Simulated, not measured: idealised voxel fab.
The following is a process module called voxel tone inversion.
The figure presents cross-section cut, which has a width of 295 nm and is divided into square cells with an edge length of 5 nm.
In what follows, cross-sections appear as grids of square cells, described through bands that run from the top down, where every band is one or more rows of cells.
For a band, the entry starts with two heights in nm, that of the top and then that of the bottom, and carries on with the band's materials in order from left to right, each alongside its width in nm; the word "throughout" beside a single material means it fills the band edge to edge, and "empty" means empty space.
We count height from 0. Below that, the starting wafer is all one material. The lowest band never ends at the bottom but goes on down; see "0 down" for how that is written.
The notation "30..40" denotes a width that varies across the rows of cells in the band, beginning at the first number in the top row, finishing at the second number in the bottom row, and changing by an identical amount from each row to the next.
Key: "changes: none" - step with no changed cell in the cross-section.
For the entry "Sealed internal cavities", the listed items are empty spaces with no open way to the top whose size is 8 cells or more; each item follows the pattern width x height at distance, where distance is from the left edge and all three are in nm.
Where a step's line continues beyond its settings, the continuation is a remark by the simulator itself on that step.
overlay nm: where the mask lay relative to plan, measured to the right, on steps with a mask; negatives go left.
Below is the list of planned process steps
| 1 | RECEIVE,material Si |
| 2 | CONFORMAL_DEP,material SiCN,thk nm 10 |
| 3 | DIRECTIONAL_DEP,material polySi,thk nm 25 |
| 4 | PATTERN,tone cover,mask id POSTS,material resist,width nm 25,pitch nm 45,thk nm 35,overlay nm 0 |
| 5 | DIRECTIONAL_ETCH,etch materials polySi,depth nm 25 |
| 6 | STRIP,etch materials resist |
| 7 | FILL_DEP,material lowk,thk nm 5 |
| 8 | CMP,height nm 35 |
| 9 | STRIP,etch materials polySi |
| 10 | CONFORMAL_DEP,material TiN,thk nm 5 |
| 11 | FILL_DEP,material Cu,thk nm 5 |
| 12 | CMP,height nm 35 |
| 13 | CONFORMAL_DEP,material SiCN,thk nm 5 |
The first wafer of two, processed as planned
Cross-sectional view of the wafer in its as-received condition, corresponding to the state after step 1
    0 down: Si throughout
    Sealed internal cavities: none
Cross-sectional representation of the wafer at the conclusion of step 2
    10 to 0: SiCN throughout
    All layers under 0 are left as they were.
Cross-sectional representation of the wafer at the conclusion of step 3
    35 to 10: polySi throughout
    All layers under 10 are left as they were.
Cross-sectional representation of the wafer at the conclusion of step 4
    70 to 35: empty: 65; resist: 25; empty: 20; resist: 25; empty: 20; resist: 25; empty: 20; resist: 25; empty: 70
    All layers under 35 are left as they were.
Cross-sectional representation of the wafer at the conclusion of step 5
    70 to 35: empty: 65; resist: 25; empty: 20; resist: 25; empty: 20; resist: 25; empty: 20; resist: 25; empty: 70
    35 to 10: empty: 65; polySi: 25; empty: 20; polySi: 25; empty: 20; polySi: 25; empty: 20; polySi: 25; empty: 70
    All layers under 10 are left as they were.
Cross-sectional representation of the wafer at the conclusion of step 6
    35 to 10: empty: 65; polySi: 25; empty: 20; polySi: 25; empty: 20; polySi: 25; empty: 20; polySi: 25; empty: 70
    All layers under 10 are left as they were.
Cross-sectional representation of the wafer at the conclusion of step 7
    40 to 35: lowk throughout
    35 to 10: lowk: 65; polySi: 25; lowk: 20; polySi: 25; lowk: 20; polySi: 25; lowk: 20; polySi: 25; lowk: 70
    All layers under 10 are left as they were.
Cross-sectional representation of the wafer at the conclusion of step 8
    35 to 10: lowk: 65; polySi: 25; lowk: 20; polySi: 25; lowk: 20; polySi: 25; lowk: 20; polySi: 25; lowk: 70
    All layers under 10 are left as they were.
Cross-sectional representation of the wafer at the conclusion of step 9
    35 to 10: lowk: 65; empty: 25; lowk: 20; empty: 25; lowk: 20; empty: 25; lowk: 20; empty: 25; lowk: 70
    All layers under 10 are left as they were.
Cross-sectional representation of the wafer at the conclusion of step 10
    40 to 35: TiN: 70; empty: 15; TiN: 30; empty: 15; TiN: 30; empty: 15; TiN: 30; empty: 15; TiN: 75
    35 to 15: lowk: 65; TiN: 5; empty: 15; TiN: 5; lowk: 20; TiN: 5; empty: 15; TiN: 5; lowk: 20; TiN: 5; empty: 15; TiN: 5; lowk: 20; TiN: 5; empty: 15; TiN: 5; lowk: 70
    15 to 10: lowk: 65; TiN: 25; lowk: 20; TiN: 25; lowk: 20; TiN: 25; lowk: 20; TiN: 25; lowk: 70
    All layers under 10 are left as they were.
Cross-sectional representation of the wafer at the conclusion of step 11
    45 to 40: Cu throughout
    40 to 35: TiN: 70; Cu: 15; TiN: 30; Cu: 15; TiN: 30; Cu: 15; TiN: 30; Cu: 15; TiN: 75
    35 to 15: lowk: 65; TiN: 5; Cu: 15; TiN: 5; lowk: 20; TiN: 5; Cu: 15; TiN: 5; lowk: 20; TiN: 5; Cu: 15; TiN: 5; lowk: 20; TiN: 5; Cu: 15; TiN: 5; lowk: 70
    All layers under 15 are left as they were.
Cross-sectional representation of the wafer at the conclusion of step 12
    35 to 15: lowk: 65; TiN: 5; Cu: 15; TiN: 5; lowk: 20; TiN: 5; Cu: 15; TiN: 5; lowk: 20; TiN: 5; Cu: 15; TiN: 5; lowk: 20; TiN: 5; Cu: 15; TiN: 5; lowk: 70
    All layers under 15 are left as they were.
Cross-sectional representation of the wafer at the conclusion of step 13
    40 to 35: SiCN throughout
    All layers under 35 are left as they were.
Second Wafer (Identical Start and Plan, One Processing Error; Matches First Wafer Through Step 11)
Cross-sectional representation of the second wafer at the time designated in the plan for the completion of step 12
    40 to 35: TiN: 70; Cu: 15; TiN: 30; Cu: 15; TiN: 30; Cu: 15; TiN: 30; Cu: 15; TiN: 75
    All layers under 35 are left as they were.
Cross-sectional representation of the second wafer at the time designated in the plan for the completion of step 13
    45 to 40: SiCN throughout
    All layers under 40 are left as they were.
It is concluded that the wafer was processed incorrectly with respect to the plan, in that step 12, actual vs plan mismatch, actual run CMP,height nm 40
Final difference in cells, second wafer against first, listed per material as more or fewer: Cu +12 | TiN +47
